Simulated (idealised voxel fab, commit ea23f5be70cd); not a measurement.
Process module heading - voxel capacitor over wiring
Xsec cut, 250 nm wide, square cell size 5 nm.
When this document writes out a cross-section, it uses a grid of square cells and lists it as bands, beginning at the top and moving down, with a band standing for one or more rows of cells. Read a band's entry like this: the first values are the height of its top and the height of its bottom in nm, and what follows is the sequence of materials from left to right, each with its width in nm. Note that "empty" is empty space, and that a single material marked "throughout" reaches across the band from edge to edge. Beneath 0, the wafer as received is one material, and that level is where height counting begins. The lowest band goes on downward without a bottom; it is written like "top 0, no bottom". The notation "30 to 40" denotes a width that varies across the rows of cells in the band, beginning at the first number in the top row, finishing at the second number in the bottom row, and changing by an identical amount from each row to the next. Where a step carries "nothing changed", the cross-section came out of it unchanged, cell for cell. Heads up: "Enclosed cavity list" only lists the empty pockets with no open path to the top that are 8 cells or more, and it writes them as width x height at distance, distance from the left edge, in nm. On a step's line, text after the settings is the simulator commenting on that step. If you see "overlay nm" on a step's line and that step has a mask, it's telling you how far right of where it was planned the mask ended up; a negative number means it went left instead. Pairs follow: section before one process step, section after it down to the lowest changed band, step with settings underneath. Pairs may come from different runs of this module on the same starting wafer; continuity with the pair above only as stated in the "Ahead of processing" entry.
# Ahead of processing
	top 80, bottom 70 | aC throughout
	top 70, bottom 60 | TiN throughout
	top 60, bottom 55 | HfO2 throughout
	top 55, bottom 50 | TiN throughout
	top 50, bottom 40 | lowk=75  Ru=15  lowk=160
	top 40, bottom 35 | SiCN=75  Ru=15  SiCN=160
	top 35, bottom 15 | lowk=60  TiN=5  W=20  TiN=5  lowk=70  TiN=5  W=20  TiN=5  lowk=60
	top 15, bottom 10 | SiCN=60  TiN=30  SiCN=70  TiN=30  SiCN=60
	top 10, bottom 0 | SiO2 throughout
	top 0, no bottom | Si throughout
	Enclosed cavity list: none
# Post-Step Geometry
	top 110, bottom 80 | empty=80  resist=70  empty=100
	Nothing below the height 80 has changed.
	Enclosed cavity list: none
The cross-sections above show the structure before and after this step: PATTERN,tone cover,mask id UPPER_PLATE,material resist,width nm 70,thk nm 30,overlay nm 0
Ahead of processing: as shown after the step in the preceding pair, directly above.
# Post-Step Geometry
	top 100, bottom 80 | empty=80  resist=70  empty=100
	top 80, bottom 70 | empty=80  aC=70  empty=100
	Nothing below the height 70 has changed.
	Enclosed cavity list: none
The cross-sections above show the structure before and after this step: DIRECTIONAL_ETCH,etch materials aC,depth nm 10
Ahead of processing: as shown after the step in the preceding pair, directly above.
# Post-Step Geometry
	top 80, bottom 70 | empty=80  aC=70  empty=100
	Nothing below the height 70 has changed.
	Enclosed cavity list: none
The cross-sections above show the structure before and after this step: STRIP,etch materials resist
Ahead of processing: as shown after the step in the preceding pair, directly above.
# Post-Step Geometry
	top 80, bottom 70 | empty=80  aC=70  empty=100
	top 70, bottom 60 | empty=80  TiN=70  empty=100
	Nothing below the height 60 has changed.
	Enclosed cavity list: none
The cross-sections above show the structure before and after this step: DIRECTIONAL_ETCH,etch materials TiN,depth nm 10
Ahead of processing: as shown after the step in the preceding pair, directly above.
# Post-Step Geometry
	top 80, bottom 70 | empty=80  aC=70  empty=100
	top 70, bottom 60 | empty=80  TiN=70  empty=100
	top 60, bottom 55 | empty=80  HfO2=70  empty=100
	Nothing below the height 55 has changed.
	Enclosed cavity list: none
The cross-sections above show the structure before and after this step: DIRECTIONAL_ETCH,etch materials HfO2,depth nm 5
Ahead of processing: as shown after the step in the preceding pair, directly above.
# Post-Step Geometry
	top 70, bottom 60 | empty=80  TiN=70  empty=100
	Nothing below the height 60 has changed.
	Enclosed cavity list: none
The cross-sections above show the structure before and after this step: STRIP,etch materials aC
Ahead of processing: as shown after the step in the preceding pair, directly above.
# Post-Step Geometry
	top 85, bottom 70 | empty=80  aC=70  empty=100
	top 70, bottom 60 | aC=80  TiN=70  aC=100
	top 60, bottom 55 | aC=80  HfO2=70  aC=100
	Nothing below the height 55 has changed.
	Enclosed cavity list: none
The cross-sections above show the structure before and after this step: DIRECTIONAL_DEP,material aC,thk nm 15
Ahead of processing: as shown after the step in the preceding pair, directly above.
# Post-Step Geometry
	top 115, bottom 85 | empty=70  resist=85  empty=95
	top 85, bottom 70 | empty=70  resist=10  aC=70  resist=5  empty=95
	Nothing below the height 70 has changed.
	Enclosed cavity list: none
The cross-sections above show the structure before and after this step: PATTERN,tone cover,mask id LOWER_PLATE,material resist,width nm 85,thk nm 30,overlay nm 0
Ahead of processing: as shown after the step in the preceding pair, directly above.
# Post-Step Geometry
	top 100, bottom 85 | empty=70  resist=85  empty=95
	top 85, bottom 70 | empty=70  resist=10  aC=70  resist=5  empty=95
	top 70, bottom 60 | empty=70  aC=10  TiN=70  aC=5  empty=95
	top 60, bottom 55 | empty=70  aC=10  HfO2=70  aC=5  empty=95
	Nothing below the height 55 has changed.
	Enclosed cavity list: none
The cross-sections above show the structure before and after this step: DIRECTIONAL_ETCH,etch materials aC,depth nm 15
Ahead of processing: as shown after the step in the preceding pair, directly above.
# Post-Step Geometry
	top 85, bottom 70 | empty=80  aC=70  empty=100
	Nothing below the height 70 has changed.
	Enclosed cavity list: none
The cross-sections above show the structure before and after this step: STRIP,etch materials resist
Ahead of processing: as shown after the step in the preceding pair, directly above.
# Post-Step Geometry
	top 85, bottom 70 | empty=80  aC=70  empty=100
	top 70, bottom 60 | empty=70  aC=10  TiN=70  aC=5  empty=95
	top 60, bottom 55 | empty=70  aC=10  HfO2=70  aC=5  empty=95
	top 55, bottom 50 | empty=70  TiN=85  empty=95
	Nothing below the height 50 has changed.
	Enclosed cavity list: none
The cross-sections above show the structure before and after this step: DIRECTIONAL_ETCH,etch materials TiN,depth nm 5
Ahead of processing: as shown after the step in the preceding pair, directly above.
# Post-Step Geometry
	top 70, bottom 60 | empty=80  TiN=70  empty=100
	top 60, bottom 55 | empty=80  HfO2=70  empty=100
	Nothing below the height 55 has changed.
	Enclosed cavity list: none
The cross-sections above show the structure before and after this step: STRIP,etch materials aC
Ahead of processing: as shown after the step in the preceding pair, directly above.
# Post-Step Geometry
	top 85, bottom 70 | SiO2 throughout
	top 70, bottom 60 | SiO2=80  TiN=70  SiO2=100
	top 60, bottom 55 | SiO2=80  HfO2=70  SiO2=100
	top 55, bottom 50 | SiO2=70  TiN=85  SiO2=95
	Nothing below the height 50 has changed.
	Enclosed cavity list: none
The cross-sections above show the structure before and after this step: FILL_DEP,material SiO2,thk nm 15
Ahead of processing: as shown after the step in the preceding pair, directly above.
# Post-Step Geometry
	top 80, bottom 70 | SiO2 throughout
	Nothing below the height 70 has changed.
	Enclosed cavity list: none
The cross-sections above show the structure before and after this step: CMP,height nm 80
Ahead of processing: as shown after the step in the preceding pair, directly above.
# Post-Step Geometry
	top 90, bottom 80 | aC throughout
	Nothing below the height 80 has changed.
	Enclosed cavity list: none
The cross-sections above show the structure before and after this step: DIRECTIONAL_DEP,material aC,thk nm 10
Ahead of processing: as shown after the step in the preceding pair, directly above.
# Post-Step Geometry
	top 115, bottom 90 | resist=85  empty=15  resist=150
	Nothing below the height 90 has changed.
	Enclosed cavity list: none
The cross-sections above show the structure before and after this step: PATTERN,tone open,mask id PLUG_2,material resist,width nm 15,thk nm 25,overlay nm 0
Ahead of processing: as shown after the step in the preceding pair, directly above.
# Post-Step Geometry
	top 105, bottom 90 | resist=85  empty=15  resist=150
	top 90, bottom 80 | aC=85  empty=15  aC=150
	Nothing below the height 80 has changed.
	Enclosed cavity list: none
The cross-sections above show the structure before and after this step: DIRECTIONAL_ETCH,etch materials aC,depth nm 10
Ahead of processing: as shown after the step in the preceding pair, directly above.
# Post-Step Geometry
	top 90, bottom 80 | aC=85  empty=15  aC=150
	Nothing below the height 80 has changed.
	Enclosed cavity list: none
The cross-sections above show the structure before and after this step: STRIP,etch materials resist
Ahead of processing: as shown after the step in the preceding pair, directly above.
# Post-Step Geometry
	top 90, bottom 80 | aC=85  empty=15  aC=150
	top 80, bottom 70 | SiO2=85  empty=15  SiO2=150
	Nothing below the height 70 has changed.
	Enclosed cavity list: none
The cross-sections above show the structure before and after this step: DIRECTIONAL_ETCH,etch materials SiO2,depth nm 10
Ahead of processing: as shown after the step in the preceding pair, directly above.
# Post-Step Geometry
	top 80, bottom 70 | SiO2=85  empty=15  SiO2=150
	Nothing below the height 70 has changed.
	Enclosed cavity list: none
The cross-sections above show the structure before and after this step: STRIP,etch materials aC
Ahead of processing: as shown after the step in the preceding pair, directly above.
# Post-Step Geometry
	top 85, bottom 80 | TiN=90  empty=5  TiN=155
	top 80, bottom 75 | SiO2=85  TiN=5  empty=5  TiN=5  SiO2=150
	top 75, bottom 70 | SiO2=85  TiN=15  SiO2=150
	Nothing below the height 70 has changed.
	Enclosed cavity list: none
The cross-sections above show the structure before and after this step: CONFORMAL_DEP,material TiN,thk nm 5
Ahead of processing: as shown after the step in the preceding pair, directly above.
# Post-Step Geometry
	top 90, bottom 85 | W throughout
	top 85, bottom 80 | TiN=90  W=5  TiN=155
	top 80, bottom 75 | SiO2=85  TiN=5  W=5  TiN=5  SiO2=150
	Nothing below the height 75 has changed.
	Enclosed cavity list: none
The cross-sections above show the structure before and after this step: FILL_DEP,material W,thk nm 5
Ahead of processing: as shown after the step in the preceding pair, directly above.
# Post-Step Geometry
	top 80, bottom 75 | SiO2=85  TiN=5  W=5  TiN=5  SiO2=150
	Nothing below the height 75 has changed.
	Enclosed cavity list: none
The cross-sections above show the structure before and after this step: CMP,height nm 80
Ahead of processing: as shown after the step in the preceding pair, directly above.
# Post-Step Geometry
	top 85, bottom 80 | SiCN throughout
	Nothing below the height 80 has changed.
	Enclosed cavity list: none
The cross-sections above show the structure before and after this step: CONFORMAL_DEP,material SiCN,thk nm 5
# Ahead of processing
	top 35, bottom 15 | lowk throughout
	top 15, bottom 10 | SiCN throughout
	top 10, bottom 0 | SiO2 throughout
	top 0, no bottom | Si throughout
	Enclosed cavity list: none
# Post-Step Geometry
	top 50, bottom 35 | resist=70  empty=30  resist=70  empty=30  resist=50
	Nothing below the height 35 has changed.
	Enclosed cavity list: none
The cross-sections above show the structure before and after this step: PATTERN,tone open,mask id METAL_1,material resist,width nm 30,pitch nm 100,thk nm 15,overlay nm 10
Ahead of processing: as shown after the step in the preceding pair, directly above.
# Post-Step Geometry
	top 50, bottom 35 | resist=70  empty=30  resist=70  empty=30  resist=50
	top 35, bottom 15 | lowk=70  empty=30  lowk=70  empty=30  lowk=50
	Nothing below the height 15 has changed.
	Enclosed cavity list: none
The cross-sections above show the structure before and after this step: DIRECTIONAL_ETCH,etch materials lowk,depth nm 20
Ahead of processing: as shown after the step in the preceding pair, directly above.
# Post-Step Geometry
	top 50, bottom 35 | resist=70  empty=30  resist=70  empty=30  resist=50
	top 35, bottom 15 | lowk=70  empty=30  lowk=70  empty=30  lowk=50
	top 15, bottom 10 | SiCN=70  empty=30  SiCN=70  empty=30  SiCN=50
	Nothing below the height 10 has changed.
	Enclosed cavity list: none
The cross-sections above show the structure before and after this step: DIRECTIONAL_ETCH,etch materials SiCN,depth nm 5
Ahead of processing: as shown after the step in the preceding pair, directly above.
# Post-Step Geometry
	top 35, bottom 15 | lowk=70  empty=30  lowk=70  empty=30  lowk=50
	Nothing below the height 15 has changed.
	Enclosed cavity list: none
The cross-sections above show the structure before and after this step: STRIP,etch materials resist
Ahead of processing: as shown after the step in the preceding pair, directly above.
# Post-Step Geometry
	top 40, bottom 35 | TiN=75  empty=20  TiN=80  empty=20  TiN=55
	top 35, bottom 15 | lowk=70  TiN=5  empty=20  TiN=5  lowk=70  TiN=5  empty=20  TiN=5  lowk=50
	top 15, bottom 10 | SiCN=70  TiN=30  SiCN=70  TiN=30  SiCN=50
	Nothing below the height 10 has changed.
	Enclosed cavity list: none
The cross-sections above show the structure before and after this step: CONFORMAL_DEP,material TiN,thk nm 5
Ahead of processing: as shown after the step in the preceding pair, directly above.
# Post-Step Geometry
	top 45, bottom 40 | W throughout
	top 40, bottom 35 | TiN=75  W=20  TiN=80  W=20  TiN=55
	top 35, bottom 15 | lowk=70  TiN=5  W=20  TiN=5  lowk=70  TiN=5  W=20  TiN=5  lowk=50
	Nothing below the height 15 has changed.
	Enclosed cavity list: none
The cross-sections above show the structure before and after this step: FILL_DEP,material W,thk nm 5
Ahead of processing: as shown after the step in the preceding pair, directly above.
# Post-Step Geometry
	top 35, bottom 15 | lowk=70  TiN=5  W=20  TiN=5  lowk=70  TiN=5  W=20  TiN=5  lowk=50
	Nothing below the height 15 has changed.
	Enclosed cavity list: none
The cross-sections above show the structure before and after this step: CMP,height nm 35
Ahead of processing: as shown after the step in the preceding pair, directly above.
# Post-Step Geometry
	top 40, bottom 35 | SiCN throughout
	Nothing below the height 35 has changed.
	Enclosed cavity list: none
The cross-sections above show the structure before and after this step: CONFORMAL_DEP,material SiCN,thk nm 5
Ahead of processing: as shown after the step in the preceding pair, directly above.
# Post-Step Geometry
	top 50, bottom 40 | lowk throughout
	Nothing below the height 40 has changed.
	Enclosed cavity list: none
The cross-sections above show the structure before and after this step: DIRECTIONAL_DEP,material lowk,thk nm 10
Ahead of processing: as shown after the step in the preceding pair, directly above.
# Post-Step Geometry
	top 70, bottom 50 | resist=75  empty=15  resist=160
	Nothing below the height 50 has changed.
	Enclosed cavity list: none
The cross-sections above show the structure before and after this step: PATTERN,tone open,mask id PLUG_1,material resist,width nm 15,thk nm 20,overlay nm 0
Ahead of processing: as shown after the step in the preceding pair, directly above.
# Post-Step Geometry
	top 70, bottom 50 | resist=75  empty=15  resist=160
	top 50, bottom 40 | lowk=75  empty=15  lowk=160
	Nothing below the height 40 has changed.
	Enclosed cavity list: none
The cross-sections above show the structure before and after this step: DIRECTIONAL_ETCH,etch materials lowk,depth nm 10
Ahead of processing: as shown after the step in the preceding pair, directly above.
# Post-Step Geometry
	top 70, bottom 50 | resist=75  empty=15  resist=160
	top 50, bottom 40 | lowk=75  empty=15  lowk=160
	top 40, bottom 35 | SiCN=75  empty=15  SiCN=160
	Nothing below the height 35 has changed.
	Enclosed cavity list: none
The cross-sections above show the structure before and after this step: DIRECTIONAL_ETCH,etch materials SiCN,depth nm 5
Ahead of processing: as shown after the step in the preceding pair, directly above.
# Post-Step Geometry
	top 50, bottom 40 | lowk=75  empty=15  lowk=160
	Nothing below the height 40 has changed.
	Enclosed cavity list: none
The cross-sections above show the structure before and after this step: STRIP,etch materials resist
Ahead of processing: as shown after the step in the preceding pair, directly above.
# Post-Step Geometry
	top 50, bottom 45 | lowk=75  empty=15  lowk=160
	top 45, bottom 40 | lowk=75  Ru=15  lowk=160
	top 40, bottom 35 | SiCN=75  Ru=15  SiCN=160
	Nothing below the height 35 has changed.
	Enclosed cavity list: none
The cross-sections above show the structure before and after this step: EPI,material Ru,thk nm 10
Ahead of processing: as shown after the step in the preceding pair, directly above.
# Post-Step Geometry
	top 50, bottom 40 | lowk=75  Ru=15  lowk=160
	Nothing below the height 40 has changed.
	Enclosed cavity list: none
The cross-sections above show the structure before and after this step: EPI,material Ru,thk nm 5
Ahead of processing: as shown after the step in the preceding pair, directly above.
# Post-Step Geometry
	top 55, bottom 50 | TiN throughout
	Nothing below the height 50 has changed.
	Enclosed cavity list: none
The cross-sections above show the structure before and after this step: DIRECTIONAL_DEP,material TiN,thk nm 5
Ahead of processing: as shown after the step in the preceding pair, directly above.
# Post-Step Geometry
	top 60, bottom 55 | HfO2 throughout
	Nothing below the height 55 has changed.
	Enclosed cavity list: none
The cross-sections above show the structure before and after this step: DIRECTIONAL_DEP,material HfO2,thk nm 5
Ahead of processing: as shown after the step in the preceding pair, directly above.
# Post-Step Geometry
	top 70, bottom 60 | TiN throughout
	Nothing below the height 60 has changed.
	Enclosed cavity list: none
The cross-sections above show the structure before and after this step: DIRECTIONAL_DEP,material TiN,thk nm 10
Ahead of processing: as shown after the step in the preceding pair, directly above.
# Post-Step Geometry
	top 80, bottom 70 | aC throughout
	Nothing below the height 70 has changed.
	Enclosed cavity list: none
The cross-sections above show the structure before and after this step: DIRECTIONAL_DEP,material aC,thk nm 10
Ahead of processing: as shown after the step in the preceding pair, directly above.
# Post-Step Geometry
	top 110, bottom 80 | empty=75  resist=75  empty=100
	Nothing below the height 80 has changed.
	Enclosed cavity list: none
The cross-sections above show the structure before and after this step: PATTERN,tone cover,mask id UPPER_PLATE,material resist,width nm 75,thk nm 30,overlay nm 0
Ahead of processing: as shown after the step in the preceding pair, directly above.
# Post-Step Geometry
	top 100, bottom 80 | empty=75  resist=75  empty=100
	top 80, bottom 70 | empty=75  aC=75  empty=100
	Nothing below the height 70 has changed.
	Enclosed cavity list: none
The cross-sections above show the structure before and after this step: DIRECTIONAL_ETCH,etch materials aC,depth nm 10
Ahead of processing: as shown after the step in the preceding pair, directly above.
# Post-Step Geometry
	top 80, bottom 70 | empty=75  aC=75  empty=100
	Nothing below the height 70 has changed.
	Enclosed cavity list: none
The cross-sections above show the structure before and after this step: STRIP,etch materials resist
Ahead of processing: as shown after the step in the preceding pair, directly above.
# Post-Step Geometry
	top 80, bottom 70 | empty=75  aC=75  empty=100
	top 70, bottom 60 | empty=75  TiN=75  empty=100
	Nothing below the height 60 has changed.
	Enclosed cavity list: none
The cross-sections above show the structure before and after this step: DIRECTIONAL_ETCH,etch materials TiN,depth nm 10
Ahead of processing: as shown after the step in the preceding pair, directly above.
# Post-Step Geometry
	top 80, bottom 70 | empty=75  aC=75  empty=100
	top 70, bottom 60 | empty=75  TiN=75  empty=100
	top 60, bottom 55 | empty=75  HfO2=75  empty=100
	Nothing below the height 55 has changed.
	Enclosed cavity list: none
The cross-sections above show the structure before and after this step: DIRECTIONAL_ETCH,etch materials HfO2,depth nm 5
Ahead of processing: as shown after the step in the preceding pair, directly above.
# Post-Step Geometry
	top 70, bottom 60 | empty=75  TiN=75  empty=100
	Nothing below the height 60 has changed.
	Enclosed cavity list: none
The cross-sections above show the structure before and after this step: STRIP,etch materials aC
Ahead of processing: as shown after the step in the preceding pair, directly above.
# Post-Step Geometry
	top 85, bottom 70 | empty=75  aC=75  empty=100
	top 70, bottom 60 | aC=75  TiN=75  aC=100
	top 60, bottom 55 | aC=75  HfO2=75  aC=100
	Nothing below the height 55 has changed.
	Enclosed cavity list: none
The cross-sections above show the structure before and after this step: DIRECTIONAL_DEP,material aC,thk nm 15
Ahead of processing: as shown after the step in the preceding pair, directly above.
# Post-Step Geometry
	top 115, bottom 85 | empty=70  resist=85  empty=95
	top 85, bottom 70 | empty=70  resist=5  aC=75  resist=5  empty=95
	Nothing below the height 70 has changed.
	Enclosed cavity list: none
The cross-sections above show the structure before and after this step: PATTERN,tone cover,mask id LOWER_PLATE,material resist,width nm 85,thk nm 30,overlay nm 0
Ahead of processing: as shown after the step in the preceding pair, directly above.
# Post-Step Geometry
	top 100, bottom 85 | empty=70  resist=85  empty=95
	top 85, bottom 70 | empty=70  resist=5  aC=75  resist=5  empty=95
	top 70, bottom 60 | empty=70  aC=5  TiN=75  aC=5  empty=95
	top 60, bottom 55 | empty=70  aC=5  HfO2=75  aC=5  empty=95
	Nothing below the height 55 has changed.
	Enclosed cavity list: none
The cross-sections above show the structure before and after this step: DIRECTIONAL_ETCH,etch materials aC,depth nm 15
Ahead of processing: as shown after the step in the preceding pair, directly above.
# Post-Step Geometry
	top 85, bottom 70 | empty=75  aC=75  empty=100
	Nothing below the height 70 has changed.
	Enclosed cavity list: none
The cross-sections above show the structure before and after this step: STRIP,etch materials resist
Ahead of processing: as shown after the step in the preceding pair, directly above.
# Post-Step Geometry
	top 85, bottom 70 | empty=75  aC=75  empty=100
	top 70, bottom 60 | empty=70  aC=5  TiN=75  aC=5  empty=95
	top 60, bottom 55 | empty=70  aC=5  HfO2=75  aC=5  empty=95
	top 55, bottom 50 | empty=70  TiN=85  empty=95
	Nothing below the height 50 has changed.
	Enclosed cavity list: none
The cross-sections above show the structure before and after this step: DIRECTIONAL_ETCH,etch materials TiN,depth nm 5
Ahead of processing: as shown after the step in the preceding pair, directly above.
# Post-Step Geometry
	top 70, bottom 60 | empty=75  TiN=75  empty=100
	top 60, bottom 55 | empty=75  HfO2=75  empty=100
	Nothing below the height 55 has changed.
	Enclosed cavity list: none
The cross-sections above show the structure before and after this step: STRIP,etch materials aC
Ahead of processing: as shown after the step in the preceding pair, directly above.
# Post-Step Geometry
	top 85, bottom 70 | SiO2 throughout
	top 70, bottom 60 | SiO2=75  TiN=75  SiO2=100
	top 60, bottom 55 | SiO2=75  HfO2=75  SiO2=100
	top 55, bottom 50 | SiO2=70  TiN=85  SiO2=95
	Nothing below the height 50 has changed.
	Enclosed cavity list: none
The cross-sections above show the structure before and after this step: FILL_DEP,material SiO2,thk nm 15
Ahead of processing: as shown after the step in the preceding pair, directly above.
# Post-Step Geometry
	top 80, bottom 70 | SiO2 throughout
	Nothing below the height 70 has changed.
	Enclosed cavity list: none
The cross-sections above show the structure before and after this step: CMP,height nm 80
Ahead of processing: as shown after the step in the preceding pair, directly above.
# Post-Step Geometry
	top 90, bottom 80 | aC throughout
	Nothing below the height 80 has changed.
	Enclosed cavity list: none
The cross-sections above show the structure before and after this step: DIRECTIONAL_DEP,material aC,thk nm 10
Ahead of processing: as shown after the step in the preceding pair, directly above.
# Post-Step Geometry
	top 115, bottom 90 | resist=85  empty=15  resist=150
	Nothing below the height 90 has changed.
	Enclosed cavity list: none
The cross-sections above show the structure before and after this step: PATTERN,tone open,mask id PLUG_2,material resist,width nm 15,thk nm 25,overlay nm 0
Ahead of processing: as shown after the step in the preceding pair, directly above.
# Post-Step Geometry
	top 105, bottom 90 | resist=85  empty=15  resist=150
	top 90, bottom 80 | aC=85  empty=15  aC=150
	Nothing below the height 80 has changed.
	Enclosed cavity list: none
The cross-sections above show the structure before and after this step: DIRECTIONAL_ETCH,etch materials aC,depth nm 10
Ahead of processing: as shown after the step in the preceding pair, directly above.
# Post-Step Geometry
	top 90, bottom 80 | aC=85  empty=15  aC=150
	Nothing below the height 80 has changed.
	Enclosed cavity list: none
The cross-sections above show the structure before and after this step: STRIP,etch materials resist
Ahead of processing: as shown after the step in the preceding pair, directly above.
# Post-Step Geometry
	top 90, bottom 80 | aC=85  empty=15  aC=150
	top 80, bottom 70 | SiO2=85  empty=15  SiO2=150
	Nothing below the height 70 has changed.
	Enclosed cavity list: none
The cross-sections above show the structure before and after this step: DIRECTIONAL_ETCH,etch materials SiO2,depth nm 10
Ahead of processing: as shown after the step in the preceding pair, directly above.
# Post-Step Geometry
	top 80, bottom 70 | SiO2=85  empty=15  SiO2=150
	Nothing below the height 70 has changed.
	Enclosed cavity list: none
The cross-sections above show the structure before and after this step: STRIP,etch materials aC
Ahead of processing: as shown after the step in the preceding pair, directly above.
# Post-Step Geometry
	top 85, bottom 80 | TiN=90  empty=5  TiN=155
	top 80, bottom 75 | SiO2=85  TiN=5  empty=5  TiN=5  SiO2=150
	top 75, bottom 70 | SiO2=85  TiN=15  SiO2=150
	Nothing below the height 70 has changed.
	Enclosed cavity list: none
The cross-sections above show the structure before and after this step: CONFORMAL_DEP,material TiN,thk nm 5
Ahead of processing: as shown after the step in the preceding pair, directly above.
# Post-Step Geometry
	top 90, bottom 85 | W throughout
	top 85, bottom 80 | TiN=90  W=5  TiN=155
	top 80, bottom 75 | SiO2=85  TiN=5  W=5  TiN=5  SiO2=150
	Nothing below the height 75 has changed.
	Enclosed cavity list: none
The cross-sections above show the structure before and after this step: FILL_DEP,material W,thk nm 5
Ahead of processing: as shown after the step in the preceding pair, directly above.
# Post-Step Geometry
	top 80, bottom 75 | SiO2=85  TiN=5  W=5  TiN=5  SiO2=150
	Nothing below the height 75 has changed.
	Enclosed cavity list: none
The cross-sections above show the structure before and after this step: CMP,height nm 80
Ahead of processing: as shown after the step in the preceding pair, directly above.
# Post-Step Geometry
	top 85, bottom 80 | SiCN throughout
	Nothing below the height 80 has changed.
	Enclosed cavity list: none
The cross-sections above show the structure before and after this step: CONFORMAL_DEP,material SiCN,thk nm 5
# Ahead of processing
	top 80, bottom 75 | SiO2=85  TiN=5  W=5  TiN=5  SiO2=150
	top 75, bottom 70 | SiO2=85  TiN=15  SiO2=150
	top 70, bottom 60 | SiO2=75  TiN=75  SiO2=100
	top 60, bottom 55 | SiO2=75  HfO2=75  SiO2=100
	top 55, bottom 50 | SiO2=70  TiN=85  SiO2=95
	top 50, bottom 40 | lowk=75  Ru=15  lowk=160
	top 40, bottom 35 | SiCN=75  Ru=15  SiCN=160
	top 35, bottom 15 | lowk=60  TiN=5  W=20  TiN=5  lowk=70  TiN=5  W=20  TiN=5  lowk=60
	top 15, bottom 10 | SiCN=60  TiN=30  SiCN=70  TiN=30  SiCN=60
	top 10, bottom 0 | SiO2 throughout
	top 0, no bottom | Si throughout
	Enclosed cavity list: none
# Post-Step Geometry
	top 85, bottom 80 | W throughout
	Nothing below the height 80 has changed.
	Enclosed cavity list: none
The cross-sections above show the structure before and after this step: CONFORMAL_DEP,material W,thk nm 5
# Ahead of processing
	top 85, bottom 70 | empty=75  aC=75  empty=100
	top 70, bottom 60 | aC=75  TiN=75  aC=100
	top 60, bottom 55 | aC=75  HfO2=75  aC=100
	top 55, bottom 50 | TiN throughout
	top 50, bottom 40 | lowk=75  Ru=15  lowk=160
	top 40, bottom 35 | SiCN=75  Ru=15  SiCN=160
	top 35, bottom 15 | lowk=60  TiN=5  W=20  TiN=5  lowk=70  TiN=5  W=20  TiN=5  lowk=60
	top 15, bottom 10 | SiCN=60  TiN=30  SiCN=70  TiN=30  SiCN=60
	top 10, bottom 0 | SiO2 throughout
	top 0, no bottom | Si throughout
	Enclosed cavity list: none
# Post-Step Geometry
	top 115, bottom 85 | resist=70  empty=85  resist=95
	top 85, bottom 70 | resist=70  empty=5  aC=75  empty=5  resist=95
	Nothing below the height 70 has changed.
	Enclosed cavity list: none
The cross-sections above show the structure before and after this step: PATTERN,tone open,mask id LOWER_PLATE,material resist,width nm 85,thk nm 30,overlay nm 0
Ahead of processing: as shown after the step in the preceding pair, directly above.
# Post-Step Geometry
	top 100, bottom 70 | resist=70  empty=85  resist=95
	top 70, bottom 60 | aC=70  empty=5  TiN=75  empty=5  aC=95
	top 60, bottom 55 | aC=70  empty=5  HfO2=75  empty=5  aC=95
	Nothing below the height 55 has changed.
	Enclosed cavity list: none
The cross-sections above show the structure before and after this step: DIRECTIONAL_ETCH,etch materials aC,depth nm 15
Ahead of processing: as shown after the step in the preceding pair, directly above.
# Post-Step Geometry
	top 70, bottom 60 | aC=70  empty=5  TiN=75  empty=5  aC=95
	Nothing below the height 60 has changed.
	Enclosed cavity list: none
The cross-sections above show the structure before and after this step: STRIP,etch materials resist
Ahead of processing: as shown after the step in the preceding pair, directly above.
# Post-Step Geometry
	top 70, bottom 65 | aC=70  empty=85  aC=95
	top 65, bottom 60 | aC=70  empty=5  TiN=75  empty=5  aC=95
	top 60, bottom 55 | aC=70  empty=5  HfO2=75  empty=5  aC=95
	top 55, bottom 50 | TiN=70  empty=5  TiN=75  empty=5  TiN=95
	Nothing below the height 50 has changed.
	Enclosed cavity list: none
The cross-sections above show the structure before and after this step: DIRECTIONAL_ETCH,etch materials TiN,depth nm 5
Ahead of processing: as shown after the step in the preceding pair, directly above.
# Post-Step Geometry
	top 65, bottom 60 | empty=75  TiN=75  empty=100
	top 60, bottom 55 | empty=75  HfO2=75  empty=100
	Nothing below the height 55 has changed.
	Enclosed cavity list: none
The cross-sections above show the structure before and after this step: STRIP,etch materials aC
Ahead of processing: as shown after the step in the preceding pair, directly above.
# Post-Step Geometry
	top 80, bottom 65 | SiO2 throughout
	top 65, bottom 60 | SiO2=75  TiN=75  SiO2=100
	top 60, bottom 55 | SiO2=75  HfO2=75  SiO2=100
	top 55, bottom 50 | TiN=70  SiO2=5  TiN=75  SiO2=5  TiN=95
	Nothing below the height 50 has changed.
	Enclosed cavity list: none
The cross-sections above show the structure before and after this step: FILL_DEP,material SiO2,thk nm 15
Ahead of processing: as shown after the step in the preceding pair, directly above.
# Post-Step Geometry
	top 90, bottom 80 | aC throughout
	Nothing below the height 80 has changed.
	Enclosed cavity list: none
The cross-sections above show the structure before and after this step: DIRECTIONAL_DEP,material aC,thk nm 10
Ahead of processing: as shown after the step in the preceding pair, directly above.
# Post-Step Geometry
	top 115, bottom 90 | resist=85  empty=15  resist=150
	Nothing below the height 90 has changed.
	Enclosed cavity list: none
The cross-sections above show the structure before and after this step: PATTERN,tone open,mask id PLUG_2,material resist,width nm 15,thk nm 25,overlay nm 0
Ahead of processing: as shown after the step in the preceding pair, directly above.
# Post-Step Geometry
	top 105, bottom 90 | resist=85  empty=15  resist=150
	top 90, bottom 80 | aC=85  empty=15  aC=150
	Nothing below the height 80 has changed.
	Enclosed cavity list: none
The cross-sections above show the structure before and after this step: DIRECTIONAL_ETCH,etch materials aC,depth nm 10
Ahead of processing: as shown after the step in the preceding pair, directly above.
# Post-Step Geometry
	top 90, bottom 80 | aC=85  empty=15  aC=150
	Nothing below the height 80 has changed.
	Enclosed cavity list: none
The cross-sections above show the structure before and after this step: STRIP,etch materials resist
Ahead of processing: as shown after the step in the preceding pair, directly above.
# Post-Step Geometry
	top 90, bottom 80 | aC=85  empty=15  aC=150
	top 80, bottom 70 | SiO2=85  empty=15  SiO2=150
	Nothing below the height 70 has changed.
	Enclosed cavity list: none
The cross-sections above show the structure before and after this step: DIRECTIONAL_ETCH,etch materials SiO2,depth nm 10
Ahead of processing: as shown after the step in the preceding pair, directly above.
# Post-Step Geometry
	top 80, bottom 70 | SiO2=85  empty=15  SiO2=150
	Nothing below the height 70 has changed.
	Enclosed cavity list: none
The cross-sections above show the structure before and after this step: STRIP,etch materials aC
Ahead of processing: as shown after the step in the preceding pair, directly above.
# Post-Step Geometry
	top 85, bottom 80 | TiN=90  empty=5  TiN=155
	top 80, bottom 75 | SiO2=85  TiN=5  empty=5  TiN=5  SiO2=150
	top 75, bottom 70 | SiO2=85  TiN=15  SiO2=150
	Nothing below the height 70 has changed.
	Enclosed cavity list: none
The cross-sections above show the structure before and after this step: CONFORMAL_DEP,material TiN,thk nm 5
Ahead of processing: as shown after the step in the preceding pair, directly above.
# Post-Step Geometry
	top 90, bottom 85 | W throughout
	top 85, bottom 80 | TiN=90  W=5  TiN=155
	top 80, bottom 75 | SiO2=85  TiN=5  W=5  TiN=5  SiO2=150
	Nothing below the height 75 has changed.
	Enclosed cavity list: none
The cross-sections above show the structure before and after this step: FILL_DEP,material W,thk nm 5
